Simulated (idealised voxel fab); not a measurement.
process module | voxel lift off
cross-section cut | 180 nm wide | cells 5 nm
A cross-section is a grid of square cells, given in bands from the top down. A band is one or more rows of cells.
Each band's line starts with the height of the band's top and of its bottom, in nm. Then come its materials from left to right, each with its width in nm. One material with "throughout" fills the band from edge to edge. "air" is empty space.
Height 0 is the level under which the wafer as received is all one material. The lowest band goes on downwards, as in "0 down".
A width such as "30 to 40" changes by the same amount from each row of cells to the next, from the band's top row to its bottom row.
"no change" after a step means that no cell of the cross-section changed.
closed voids: empty space of 8 cells or more with no open way to the top, each as width x height at its distance from the left edge, in nm
after a step's settings: what the simulator itself notes on the step
overlay nm, on a step with a mask: how far to the right of its planned place the mask lay; to the left if negative
plan
1 op RECEIVE | material Si
2 op CONFORMAL_DEP | material SiN | thk nm 5
3 op PATTERN | tone open | mask id LINES | material resist | width nm 30 | pitch nm 45 | thk nm 20 | overlay nm 0
4 op DIRECTIONAL_DEP | material Ru | thk nm 10
5 op STRIP | etch materials resist
6 op CONFORMAL_DEP | material SiCN | thk nm 5
first wafer, as planned
as received, after step 1
  0 down: Si throughout
  closed voids: none
after step 2
  5 to 0: SiN throughout
  below 0: unchanged
after step 3
  25 to 5: resist 30 | air 30 | resist 15 | air 30 | resist 15 | air 30 | resist 30
  below 5: unchanged
after step 4
  35 to 25: Ru 30 | air 30 | Ru 15 | air 30 | Ru 15 | air 30 | Ru 30
  25 to 15: resist 30 | air 30 | resist 15 | air 30 | resist 15 | air 30 | resist 30
  15 to 5: resist 30 | Ru 30 | resist 15 | Ru 30 | resist 15 | Ru 30 | resist 30
  below 5: unchanged
after step 5
  15 to 5: air 30 | Ru 30 | air 15 | Ru 30 | air 15 | Ru 30 | air 30
  below 5: unchanged
after step 6
  20 to 15: air 25 | SiCN 40 | air 5 | SiCN 40 | air 5 | SiCN 40 | air 25
  15 to 10: air 25 | SiCN 5 | Ru 30 | SiCN 5 | air 5 | SiCN 5 | Ru 30 | SiCN 5 | air 5 | SiCN 5 | Ru 30 | SiCN 5 | air 25
  10 to 5: SiCN 30 | Ru 30 | SiCN 15 | Ru 30 | SiCN 15 | Ru 30 | SiCN 30
  below 5: unchanged
second wafer: like start, like plan, one mistake. Through step 1 it matches the first wafer
when step 2 should have ended
  5 to 0: Ru throughout
  below 0: unchanged
when step 3 should have ended
  25 to 5: resist 30 | air 30 | resist 15 | air 30 | resist 15 | air 30 | resist 30
  below 5: unchanged
when step 4 should have ended
  35 to 25: Ru 30 | air 30 | Ru 15 | air 30 | Ru 15 | air 30 | Ru 30
  25 to 15: resist 30 | air 30 | resist 15 | air 30 | resist 15 | air 30 | resist 30
  15 to 5: resist 30 | Ru 30 | resist 15 | Ru 30 | resist 15 | Ru 30 | resist 30
  below 5: unchanged
when step 5 should have ended
  15 to 5: air 30 | Ru 30 | air 15 | Ru 30 | air 15 | Ru 30 | air 30
  below 5: unchanged
when step 6 should have ended
  20 to 15: air 25 | SiCN 40 | air 5 | SiCN 40 | air 5 | SiCN 40 | air 25
  15 to 10: air 25 | SiCN 5 | Ru 30 | SiCN 5 | air 5 | SiCN 5 | Ru 30 | SiCN 5 | air 5 | SiCN 5 | Ru 30 | SiCN 5 | air 25
  10 to 5: SiCN 30 | Ru 30 | SiCN 15 | Ru 30 | SiCN 15 | Ru 30 | SiCN 30
  below 5: unchanged
what went wrong: step 2 ran as: op CONFORMAL_DEP | material Ru | thk nm 5
at the end the second wafer has, in cells: 36 more of Ru | 36 fewer of SiN
